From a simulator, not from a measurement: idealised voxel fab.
The name of this process module is voxel capacitor over wiring.
cross-section cut | 285 nm wide | cells 5 nm
The cross-sections in this document take the form of a grid made of square cells. They are written out as bands, in order from top to bottom. Each band consists of one or more rows of cells.
Look at the band entry: it leads with the top's height and the bottom's height in nm. Then it lists the materials left to right, with a width in nm for each. The word "all across" on a single material says that material fills the band edge to edge. The word "blank" is empty space.
A quick word on heights: they are counted from 0, and under that level the wafer as it came to us is one material throughout. The lowest band is different from the rest in having no bottom; it simply continues downward, written as in "from 0 down".
The two numbers in a width such as "30..40" mark its ends across the band: the first belongs to the top row of cells, the second to the bottom row, and from each row to the next the width moves by the same amount.
Any step labelled "same as before" changed none of the cells in the cross-section.
"Closed void roster" lists enclosed empty spaces (at least 8 cells, no open path upward to the top), each as width x height at distance from the left edge, in nm.
It should be noted that, on the line of a given step, the content following the step's settings is a remark produced by the simulator itself with respect to that step.
"overlay nm", when on a step's line for a step with a mask, measures how far to the right of its planned place the mask lay; a negative measure means to the left.

The process steps that were planned are listed below
1. op RECEIVE | material Si
2. op CONFORMAL_DEP | material SiO2 | thk nm 15
3. op CONFORMAL_DEP | material SiCN | thk nm 5
4. op DIRECTIONAL_DEP | material SiO2 | thk nm 20
5. op DIRECTIONAL_DEP | material aC | thk nm 10
6. op PATTERN | tone open | mask id METAL_1 | material resist | width nm 20 | pitch nm 75 | thk nm 30 | overlay nm 0
7. op DIRECTIONAL_ETCH | etch materials aC | depth nm 10
8. op STRIP | etch materials resist
9. op DIRECTIONAL_ETCH | etch materials SiO2 | depth nm 20
10. op DIRECTIONAL_ETCH | etch materials SiCN | depth nm 5
11. op STRIP | etch materials aC
12. op CONFORMAL_DEP | material TiN | thk nm 5
13. op FILL_DEP | material Cu | thk nm 10
14. op CMP | height nm 40
15. op EPI | material Ru | thk nm 5
16. op FILL_DEP | material SiCN | thk nm 5
17. op DIRECTIONAL_DEP | material lowk | thk nm 10
18. op PATTERN | tone open | mask id PLUG_1 | material resist | width nm 15 | thk nm 15 | overlay nm 0
19. op DIRECTIONAL_ETCH | etch materials lowk | depth nm 10
20. op DIRECTIONAL_ETCH | etch materials SiCN | depth nm 5
21. op STRIP | etch materials resist
22. op CONFORMAL_DEP | material TiN | thk nm 5
23. op FILL_DEP | material W | thk nm 5
24. op CMP | height nm 60
25. op DIRECTIONAL_DEP | material TiN | thk nm 5
26. op DIRECTIONAL_DEP | material HfO2 | thk nm 5
27. op DIRECTIONAL_DEP | material TiN | thk nm 5
28. op PATTERN | tone cover | mask id UPPER_PLATE | material resist | width nm 60 | thk nm 15 | overlay nm 0
29. op DIRECTIONAL_ETCH | etch materials TiN | depth nm 5
30. op DIRECTIONAL_ETCH | etch materials HfO2 | depth nm 5
31. op STRIP | etch materials resist
32. op MASKED_ETCH | tone cover | mask id LOWER_PLATE | width nm 70 | etch materials TiN | depth nm 5 | overlay nm 0
33. op FILL_DEP | material SiO2 | thk nm 20
34. op CMP | height nm 90
35. op DIRECTIONAL_DEP | material aC | thk nm 10
36. op PATTERN | tone open | mask id PLUG_2 | material resist | width nm 15 | thk nm 30 | overlay nm 0
37. op DIRECTIONAL_ETCH | etch materials aC | depth nm 10
38. op STRIP | etch materials resist
39. op DIRECTIONAL_ETCH | etch materials SiO2 | depth nm 15
40. op STRIP | etch materials aC
41. op CONFORMAL_DEP | material TiN | thk nm 5
42. op FILL_DEP | material W | thk nm 5
43. op CMP | height nm 90
44. op CONFORMAL_DEP | material SiN | thk nm 5

Wafer at receipt (post step 1), cross-section
> from 0 down = Si all across
> Closed void roster: none

First wafer of two, sectioned at end of module; run went per plan
> from 95 to 90 = SiN all across
> from 90 to 80 = 110 nm SiO2, 5 nm TiN, 5 nm W, 5 nm TiN, 160 nm SiO2
> from 80 to 70 = 110..100 nm SiO2, 15..60 nm TiN, 160..125 nm SiO2
> from 70 to 65 = 100 nm SiO2, 60 nm HfO2, 125 nm SiO2
> from 65 to 60 = 95 nm SiO2, 70 nm TiN, 120 nm SiO2
> from 60 to 50 = 100 nm lowk, 5 nm TiN, 5 nm W, 5 nm TiN, 170 nm lowk
> from 50 to 45 = 100 nm SiCN, 15 nm TiN, 170 nm SiCN
> from 45 to 40 = 90 nm SiCN, 30 nm Ru, 45 nm SiCN, 30 nm Ru, 90 nm SiCN
> from 40 to 20 = 95 nm SiO2, 5 nm TiN, 10 nm Cu, 5 nm TiN, 55 nm SiO2, 5 nm TiN, 10 nm Cu, 5 nm TiN, 95 nm SiO2
> from 20 to 15 = 95 nm SiCN, 20 nm TiN, 55 nm SiCN, 20 nm TiN, 95 nm SiCN
> from 15 to 0 = SiO2 all across
> from 0 down = Si all across
> Closed void roster: none

This is the second of the two wafers, cross-sectioned at the end of the module; it started exactly like the first and was given the same plan, but it was run with one mistake
> from 95 to 90 = SiN all across
> from 90 to 80 = 110..100 nm SiO2, 15..60 nm TiN, 160..125 nm SiO2
> from 80 to 75 = 100 nm SiO2, 60 nm HfO2, 125 nm SiO2
> from 75 to 65 = HfO2 all across
> from 65 to 60 = TiN all across
> from 60 to 50 = 100 nm lowk, 5 nm TiN, 5 nm W, 5 nm TiN, 170 nm lowk
> from 50 to 45 = 100 nm SiCN, 15 nm TiN, 170 nm SiCN
> from 45 to 40 = 90 nm SiCN, 30 nm Ru, 45 nm SiCN, 30 nm Ru, 90 nm SiCN
> from 40 to 20 = 95 nm SiO2, 5 nm TiN, 10 nm Cu, 5 nm TiN, 55 nm SiO2, 5 nm TiN, 10 nm Cu, 5 nm TiN, 95 nm SiO2
> from 20 to 15 = 95 nm SiCN, 20 nm TiN, 55 nm SiCN, 20 nm TiN, 95 nm SiCN
> from 15 to 0 = SiO2 all across
> from 0 down = Si all across
> Closed void roster: none
In executing the process, a mistake was made relative to the plan: step 26 was not run as planned; what actually ran was op DIRECTIONAL_DEP | material HfO2 | thk nm 15
Bottom line after processing is that, in cells, the second wafer is up or down on some materials versus the first: +114 HfO2; -151 SiO2; +39 TiN; -2 W
